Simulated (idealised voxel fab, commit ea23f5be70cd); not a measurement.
process module | voxel ribs on slabs
cross-section cut | 155 nm wide | cells 5 nm
A cross-section is a grid of square cells, given in bands from the top down. A band is one or more rows of cells.
Each band's line starts with the height of the band's top and of its bottom, in nm. Then come its materials from left to right, each with its width in nm. One material with "throughout" fills the band from edge to edge. "air" is empty space.
Height 0 is the level under which the wafer as received is all one material. The lowest band goes on downwards, as in "0 down".
A width such as "30 to 40" changes by the same amount from each row of cells to the next, from the band's top row to its bottom row.
"no change" after a step means that no cell of the cross-section changed.
closed voids: empty space of 8 cells or more with no open way to the top, each as width x height at its distance from the left edge, in nm
after a step's settings: what the simulator itself notes on the step
overlay nm, on a step with a mask: how far to the right of its planned place the mask lay; to the left if negative
plan
1 op RECEIVE | material Si
2 op DIRECTIONAL_DEP | material SiO2 | thk nm 20
3 op DIRECTIONAL_DEP | material SiN | thk nm 25
4 op PATTERN | tone cover | mask id RIB | material resist | width nm 30 | thk nm 20 | overlay nm 0
5 op DIRECTIONAL_ETCH | etch materials SiN | depth nm 15
6 op STRIP | etch materials resist
7 op MASKED_ETCH | tone cover | mask id SLAB | width nm 90 | etch materials SiN | depth nm 10 | overlay nm 0
8 op FILL_DEP | material SiO2 | thk nm 15
9 op CMP | height nm 55
10 op DIRECTIONAL_DEP | material W | thk nm 10
11 op PATTERN | tone cover | mask id HEATER | material resist | width nm 40 | thk nm 20 | overlay nm 0
12 op DIRECTIONAL_ETCH | etch materials W | depth nm 10
13 op STRIP | etch materials resist
14 op CONFORMAL_DEP | material SiO2 | thk nm 5
as received, after step 1
  0 down: Si throughout
  closed voids: none
first wafer at the end, as planned
  70 to 65: air 50 | SiO2 50 | air 55
  65 to 60: air 50 | SiO2 5 | W 40 | SiO2 5 | air 55
  60 to 55: SiO2 55 | W 40 | SiO2 60
  55 to 45: SiO2 throughout
  45 to 30: SiO2 60 | SiN 30 | SiO2 65
  30 to 20: SiO2 30 | SiN 90 | SiO2 35
  20 to 0: SiO2 throughout
  0 down: Si throughout
  closed voids: none
second wafer at the end: like start, like plan, one mistake
  70 to 65: air 50 | SiO2 50 | air 55
  65 to 60: air 50 | SiO2 5 | W 40 | SiO2 5 | air 55
  60 to 55: SiO2 55 | W 40 | SiO2 60
  55 to 45: SiO2 throughout
  45 to 35: SiO2 30 | SiN 30 | SiO2 30 | SiN 30 | SiO2 35
  35 to 30: SiN 60 | SiO2 30 | SiN 65
  30 to 20: SiN throughout
  20 to 0: SiO2 throughout
  0 down: Si throughout
  closed voids: none
what went wrong: step 4 ran as: op PATTERN | tone open | mask id RIB | material resist | width nm 30 | thk nm 20 | overlay nm 0
at the end the second wafer has, in cells: 57 more of SiN | 57 fewer of SiO2
